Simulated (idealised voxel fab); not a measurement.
Process module under the name voxel fin reveal
Pictured: cross-section cut, 280 nm wide, on a grid of 5 nm square cells.
Cross-section = grid of square cells, listed top down in bands; band = one or more rows.
Look at the band entry: it leads with the top's height and the bottom's height in nm. Then it lists the materials left to right, with a width in nm for each. The word "everywhere" on a single material says that material fills the band edge to edge. The word "empty" is empty space.
Basically, 0 is our baseline, since under it the wafer straight out of the box is all one material. The bottom band has no lower end and keeps on going down, so it looks like "0..down".
Quick explanation for "30 to 40": the width changes in equal steps down the rows of cells, from the first number in the band's top row to the second number in its bottom row.
"nothing altered" after a step means that no cell of the cross-section changed.
"Closed cavities" means: voids of 8 cells or more that are shut off from the top with no open way through. Written width x height at distance, distance from the left edge, in nm.
On a step's line, text after the settings is the simulator commenting on that step.
Regarding "overlay nm": on a step with a mask, it is the distance the mask lay to the right of its planned place; a negative value places it to the left.
# Below is the list of planned process steps
1: op RECEIVE | material Si
2: op CONFORMAL_DEP | material SiN | thk nm 5
3: op MASKED_ETCH | tone cover | mask id FINS | width nm 15 | pitch nm 40 | etch materials SiN | depth nm 5 | overlay nm 0
4: op MASKED_ETCH | tone cover | mask id FINS | width nm 15 | pitch nm 40 | etch materials Si | depth nm 35 | overlay nm 0
5: op OXIDIZE | depth nm 5
6: op FILL_DEP | material SiO2 | thk nm 15
7: op CMP | height nm 5
8: op SELECTIVE_ETCH | etch materials SiO2 | depth nm 30
9: op STRIP | etch materials SiN
# As-received wafer cross-section (after step 1)
* 0..down: Si everywhere
* Closed cavities: none
# Starting structure and process plan are as shown above, but one mistake was made in running the module; the wafer cross-section at the end of the module follows
* 0..-5: empty 95; Si 5; empty 35; Si 5; empty 35; Si 5; empty 100
* -5..-25: empty 95; Si 15; empty 25; Si 15; empty 25; Si 15; empty 90
* -25..-40: SiO2 95; Si 15; SiO2 25; Si 15; SiO2 25; Si 15; SiO2 90
* -40..down: Si everywhere
* Closed cavities: none
What was done differently from what was planned? step 4 changed vs plan, executed as op MASKED_ETCH | tone cover | mask id FINS | width nm 15 | pitch nm 40 | etch materials Si | depth nm 35 | overlay nm 10
